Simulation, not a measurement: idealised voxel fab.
You're looking at the process module voxel self aligned vias.
Cross-sectional view cut (width: 210 nm; square cell size: 5 nm).
Format of a cross-section: grid, square cells. Given as bands. Order: top down. Band: one or more rows of cells.
This entry defines a band. It first specifies the height of the band's top and the height of its bottom in nm, and then specifies the band's materials from left to right, stating each material with its width in nm. The word "throughout" identifies a single material that fills the band from edge to edge, while the word "air" identifies empty space.
Convention: height 0 is the level below which the wafer, as received, is all one material. The lowest band does not terminate at the bottom but continues downward, represented as "z 0 and below".
Note: "30 to 40" means the width goes from the first number (top row of the band) to the second number (bottom row) in equal steps per row of cells.
"changes: none", as given for a step, is the statement that not any cell of the cross-section underwent a change during that step.
Closed-off voids of 8+ cells (no open route to the top) go in "Fully enclosed voids", written width x height at distance from the left edge, in nm.
Post-settings text on a step line: simulator's own remark regarding the step.
A step's line can hold "overlay nm"; with a mask on that step, the setting says how far right of the planned place the mask lay, while a negative setting says it lay to the left.
[Steps planned for the process]
1) RECEIVE, material Si
2) CONFORMAL_DEP, material SiO2, thk nm 15
3) CONFORMAL_DEP, material SiCN, thk nm 5
4) DIRECTIONAL_DEP, material SiO2, thk nm 20
5) PATTERN, tone open, mask id LINES, material resist, width nm 20, pitch nm 55, thk nm 15, overlay nm 0
6) DIRECTIONAL_ETCH, etch materials SiO2, depth nm 20
7) STRIP, etch materials resist
8) CONFORMAL_DEP, material TiN, thk nm 5
9) FILL_DEP, material Ru, thk nm 5
10) CMP, height nm 40
11) SELECTIVE_ETCH, etch materials W Ru TiN, depth nm 10
12) FILL_DEP, material SiN, thk nm 10
13) CMP, height nm 40
14) DIRECTIONAL_DEP, material SiO2, thk nm 20
15) MASKED_ETCH, tone open, mask id VIAS, width nm 40, pitch nm 110, etch materials SiO2, depth nm 20, overlay nm 0
16) MASKED_ETCH, tone open, mask id VIAS, width nm 40, pitch nm 110, etch materials SiN, depth nm 10, overlay nm 0
17) CONFORMAL_DEP, material TiN, thk nm 5
18) FILL_DEP, material Cu, thk nm 10
19) CMP, height nm 60
20) CONFORMAL_DEP, material SiCN, thk nm 5
[Wafer cross-section on receipt, i.e. after step 1]
  z 0 and below: Si throughout
  Fully enclosed voids: none
[Cross-sectional view of the first of the two wafers upon completion of the module, processed in accordance with the plan]
  z 65 to 60: SiCN throughout
  z 60 to 45: 30 SiO2, then 5 TiN, then 30 Cu, then 5 TiN, then 70 SiO2, then 5 TiN, then 30 Cu, then 5 TiN, then 30 SiO2
  z 45 to 40: 30 SiO2, then 15 TiN, then 10 Cu, then 15 TiN, then 70 SiO2, then 15 TiN, then 10 Cu, then 15 TiN, then 30 SiO2
  z 40 to 35: 40 SiO2, then 5 TiN, then 10 Cu, then 5 TiN, then 35 SiO2, then 20 SiN, then 35 SiO2, then 5 TiN, then 10 Cu, then 5 TiN, then 40 SiO2
  z 35 to 30: 40 SiO2, then 20 TiN, then 35 SiO2, then 20 SiN, then 35 SiO2, then 20 TiN, then 40 SiO2
  z 30 to 25: 40 SiO2, then 5 TiN, then 10 Ru, then 5 TiN, then 35 SiO2, then 5 TiN, then 10 Ru, then 5 TiN, then 35 SiO2, then 5 TiN, then 10 Ru, then 5 TiN, then 40 SiO2
  z 25 to 20: 40 SiO2, then 20 TiN, then 35 SiO2, then 20 TiN, then 35 SiO2, then 20 TiN, then 40 SiO2
  z 20 to 15: SiCN throughout
  z 15 to 0: SiO2 throughout
  z 0 and below: Si throughout
  Fully enclosed voids: none
[Here is the second of the two wafers cut open at the end of the module - same start, same plan as the first one, but we made one mistake running it]
  z 65 to 60: SiCN throughout
  z 60 to 45: 30 SiO2, then 5 TiN, then 30 Cu, then 5 TiN, then 70 SiO2, then 5 TiN, then 30 Cu, then 5 TiN, then 30 SiO2
  z 45 to 40: 30 SiO2, then 15 TiN, then 10 Cu, then 15 TiN, then 70 SiO2, then 15 TiN, then 10 Cu, then 15 TiN, then 30 SiO2
  z 40 to 35: 40 SiO2, then 20 TiN, then 35 SiO2, then 20 SiN, then 35 SiO2, then 20 TiN, then 40 SiO2
  z 35 to 30: SiCN throughout
  z 30 to 0: SiO2 throughout
  z 0 and below: Si throughout
  Fully enclosed voids: none
Want to know what went wrong? step 2 of the plan was twice carried out
The second wafer ends with more or fewer cells of some materials than the first, per final count: Cu: 4 fewer, Ru: 6 fewer, SiN: 4 fewer, SiO2: 36 more, TiN: 22 fewer
